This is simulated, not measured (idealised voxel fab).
process module | voxel ribs on slabs
cross-section cut | 295 nm wide | cells 5 nm
A cross-section is a grid of square cells, given in bands from the top down. A band is one or more rows of cells.
Each band's line starts with the height of the band's top and of its bottom, in nm. Then come its materials from left to right, each with its width in nm. One material with "throughout" fills the band from edge to edge. "air" is empty space.
Height 0 is the level under which the wafer as received is all one material. The lowest band goes on downwards, as in "0 down".
A width such as "30 to 40" changes by the same amount from each row of cells to the next, from the band's top row to its bottom row.
"no change" after a step means that no cell of the cross-section changed.
closed voids: empty space of 8 cells or more with no open way to the top, each as width x height at its distance from the left edge, in nm
after a step's settings: what the simulator itself notes on the step
overlay nm, on a step with a mask: how far to the right of its planned place the mask lay; to the left if negative
plan
1 op RECEIVE | material Si
2 op DIRECTIONAL_DEP | material SiO2 | thk nm 25
3 op DIRECTIONAL_DEP | material SiN | thk nm 25
4 op PATTERN | tone cover | mask id RIB | material resist | width nm 15 | thk nm 15 | overlay nm 0
5 op DIRECTIONAL_ETCH | etch materials SiN | depth nm 5
6 op STRIP | etch materials resist
7 op MASKED_ETCH | tone cover | mask id SLAB | width nm 55 | etch materials SiN | depth nm 20 | overlay nm 0
8 op FILL_DEP | material SiO2 | thk nm 30
9 op CMP | height nm 70
10 op DIRECTIONAL_DEP | material TiN | thk nm 10
11 op MASKED_ETCH | tone cover | mask id HEATER | width nm 25 | etch materials TiN | depth nm 10 | overlay nm 0
12 op CONFORMAL_DEP | material SiO2 | thk nm 5
as received, after step 1
  0 down: Si throughout
  closed voids: none
a wafer at the end: this start, this plan, one mistake
  85 to 80: air 130 | SiO2 35 | air 130
  80 to 75: air 130 | SiO2 5 | TiN 25 | SiO2 5 | air 130
  75 to 70: SiO2 135 | TiN 25 | SiO2 135
  70 to 60: SiO2 throughout
  60 to 55: SiO2 140 | SiN 15 | SiO2 140
  55 to 35: SiO2 120 | SiN 55 | SiO2 120
  35 to 0: SiO2 throughout
  0 down: Si throughout
  closed voids: none
what went wrong: step 2 ran as: op DIRECTIONAL_DEP | material SiO2 | thk nm 35
